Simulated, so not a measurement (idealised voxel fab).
Name of the process module below: voxel ribs on slabs
Cross-sectional view cut (width: 150 nm; square cell size: 5 nm).
Cross-section, as written here: a square-cell grid given band by band from the top down, where a band holds one or more rows of cells. Basically the band line says how high the top is and how high the bottom is, in nm, and then what's in it from left to right, every material with its width in nm. Empty space shows up as "empty", and if a single material carries "edge to edge" it runs the full band edge to edge. Where do heights start? At 0: under that level the wafer as delivered is made of one material only. And the lowest band has no floor; it just carries on downward, as in "z 0 and below". A width given as "30->40" starts at the first number in the band's top row and ends at the second number in its bottom row, shifting by an equal amount at every step from row to row. You'll sometimes find "nothing altered" written for a step, and that's the way of saying that nowhere in the cross-section did a cell change during that step. In the "Fully sealed voids" entry, you get each enclosed empty space of 8 cells or more, one with no open way to the top, written width x height at distance, distance from the left edge, in nm. It should be noted that, on the line of a given step, the content following the step's settings is a remark produced by the simulator itself with respect to that step. "overlay nm" on a masked step: distance the mask lay right of its planned place, negative for left.
These are the steps we planned for the process:
| 1 | RECEIVE,material Si |
| 2 | DIRECTIONAL_DEP,material SiO2,thk nm 25 |
| 3 | DIRECTIONAL_DEP,material polySi,thk nm 25 |
| 4 | DIRECTIONAL_DEP,material aC,thk nm 10 |
| 5 | PATTERN,tone cover,mask id RIB,material resist,width nm 25,thk nm 25,overlay nm 0 |
| 6 | DIRECTIONAL_ETCH,etch materials aC,depth nm 10 |
| 7 | STRIP,etch materials resist |
| 8 | DIRECTIONAL_ETCH,etch materials polySi,depth nm 10 |
| 9 | STRIP,etch materials aC |
| 10 | MASKED_ETCH,tone cover,mask id SLAB,width nm 55,etch materials polySi,depth nm 15,overlay nm 0 |
| 11 | FILL_DEP,material SiO2,thk nm 15 |
| 12 | CMP,height nm 60 |
| 13 | DIRECTIONAL_DEP,material W,thk nm 5 |
| 14 | DIRECTIONAL_DEP,material aC,thk nm 10 |
| 15 | PATTERN,tone cover,mask id HEATER,material resist,width nm 35,thk nm 30,overlay nm 0 |
| 16 | DIRECTIONAL_ETCH,etch materials aC,depth nm 10 |
| 17 | STRIP,etch materials resist |
| 18 | DIRECTIONAL_ETCH,etch materials W,depth nm 5 |
| 19 | STRIP,etch materials aC |
| 20 | CONFORMAL_DEP,material SiN,thk nm 5 |
The first of the two wafers, which ran as planned:
Cross-sectional view of the wafer in its as-received condition, corresponding to the state after step 1:
	z 0 and below | Si edge to edge
	Fully sealed voids: none
Cross-section: wafer state after step 2:
	z 25 to 0 | SiO2 edge to edge
	Unchanged below 0.
Cross-section: wafer state after step 3:
	z 50 to 25 | polySi edge to edge
	Unchanged below 25.
Cross-section: wafer state after step 4:
	z 60 to 50 | aC edge to edge
	Unchanged below 50.
Cross-section: wafer state after step 5:
	z 85 to 60 | empty 60 nm, resist 25 nm, empty 65 nm
	Unchanged below 60.
Cross-section: wafer state after step 6:
	z 75 to 60 | empty 60 nm, resist 25 nm, empty 65 nm
	z 60 to 50 | empty 60 nm, aC 25 nm, empty 65 nm
	Unchanged below 50.
Cross-section: wafer state after step 7:
	z 60 to 50 | empty 60 nm, aC 25 nm, empty 65 nm
	Unchanged below 50.
Cross-section: wafer state after step 8:
	z 60 to 50 | empty 60 nm, aC 25 nm, empty 65 nm
	z 50 to 40 | empty 60 nm, polySi 25 nm, empty 65 nm
	Unchanged below 40.
Cross-section: wafer state after step 9:
	z 50 to 40 | empty 60 nm, polySi 25 nm, empty 65 nm
	Unchanged below 40.
Cross-section: wafer state after step 10:
	z 50 to 40 | empty 60 nm, polySi 25 nm, empty 65 nm
	z 40 to 25 | empty 45 nm, polySi 55 nm, empty 50 nm
	Unchanged below 25.
Cross-section: wafer state after step 11:
	z 65 to 50 | SiO2 edge to edge
	z 50 to 40 | SiO2 60 nm, polySi 25 nm, SiO2 65 nm
	z 40 to 25 | SiO2 45 nm, polySi 55 nm, SiO2 50 nm
	Unchanged below 25.
Cross-section: wafer state after step 12:
	z 60 to 50 | SiO2 edge to edge
	Unchanged below 50.
Cross-section: wafer state after step 13:
	z 65 to 60 | W edge to edge
	Unchanged below 60.
Cross-section: wafer state after step 14:
	z 75 to 65 | aC edge to edge
	Unchanged below 65.
Cross-section: wafer state after step 15:
	z 105 to 75 | empty 55 nm, resist 35 nm, empty 60 nm
	Unchanged below 75.
Cross-section: wafer state after step 16:
	z 95 to 75 | empty 55 nm, resist 35 nm, empty 60 nm
	z 75 to 65 | empty 55 nm, aC 35 nm, empty 60 nm
	Unchanged below 65.
Cross-section: wafer state after step 17:
	z 75 to 65 | empty 55 nm, aC 35 nm, empty 60 nm
	Unchanged below 65.
Cross-section: wafer state after step 18:
	z 75 to 65 | empty 55 nm, aC 35 nm, empty 60 nm
	z 65 to 60 | empty 55 nm, W 35 nm, empty 60 nm
	Unchanged below 60.
Cross-section: wafer state after step 19:
	z 65 to 60 | empty 55 nm, W 35 nm, empty 60 nm
	Unchanged below 60.
Cross-section: wafer state after step 20:
	z 70 to 65 | empty 50 nm, SiN 45 nm, empty 55 nm
	z 65 to 60 | SiN 55 nm, W 35 nm, SiN 60 nm
	Unchanged below 60.
Here the second wafer is described. Its start and its plan were those of the first wafer. Its run contained one mistake. Up to and including step 11, it did exactly what the first wafer did:
Second wafer shown in cross-section at the time step 12 was slated to end:
	z 50 to 40 | SiO2 60 nm, polySi 25 nm, SiO2 65 nm
	Unchanged below 40.
Second wafer shown in cross-section at the time step 13 was slated to end:
	z 55 to 50 | W edge to edge
	Unchanged below 50.
Second wafer shown in cross-section at the time step 14 was slated to end:
	z 65 to 55 | aC edge to edge
	Unchanged below 55.
Second wafer shown in cross-section at the time step 15 was slated to end:
	z 95 to 65 | empty 55 nm, resist 35 nm, empty 60 nm
	Unchanged below 65.
Second wafer shown in cross-section at the time step 16 was slated to end:
	z 85 to 65 | empty 55 nm, resist 35 nm, empty 60 nm
	z 65 to 55 | empty 55 nm, aC 35 nm, empty 60 nm
	Unchanged below 55.
Second wafer shown in cross-section at the time step 17 was slated to end:
	z 65 to 55 | empty 55 nm, aC 35 nm, empty 60 nm
	Unchanged below 55.
Second wafer shown in cross-section at the time step 18 was slated to end:
	z 65 to 55 | empty 55 nm, aC 35 nm, empty 60 nm
	z 55 to 50 | empty 55 nm, W 35 nm, empty 60 nm
	Unchanged below 50.
Second wafer shown in cross-section at the time step 19 was slated to end:
	z 55 to 50 | empty 55 nm, W 35 nm, empty 60 nm
	Unchanged below 50.
Second wafer shown in cross-section at the time step 20 was slated to end:
	z 60 to 55 | empty 50 nm, SiN 45 nm, empty 55 nm
	z 55 to 50 | SiN 55 nm, W 35 nm, SiN 60 nm
	Unchanged below 50.
Plan not followed: in deviation from the planned setting, step 12 was conducted as CMP,height nm 50
Count the cells at the end and the second wafer has more or fewer of some materials than the first: SiO2 -60
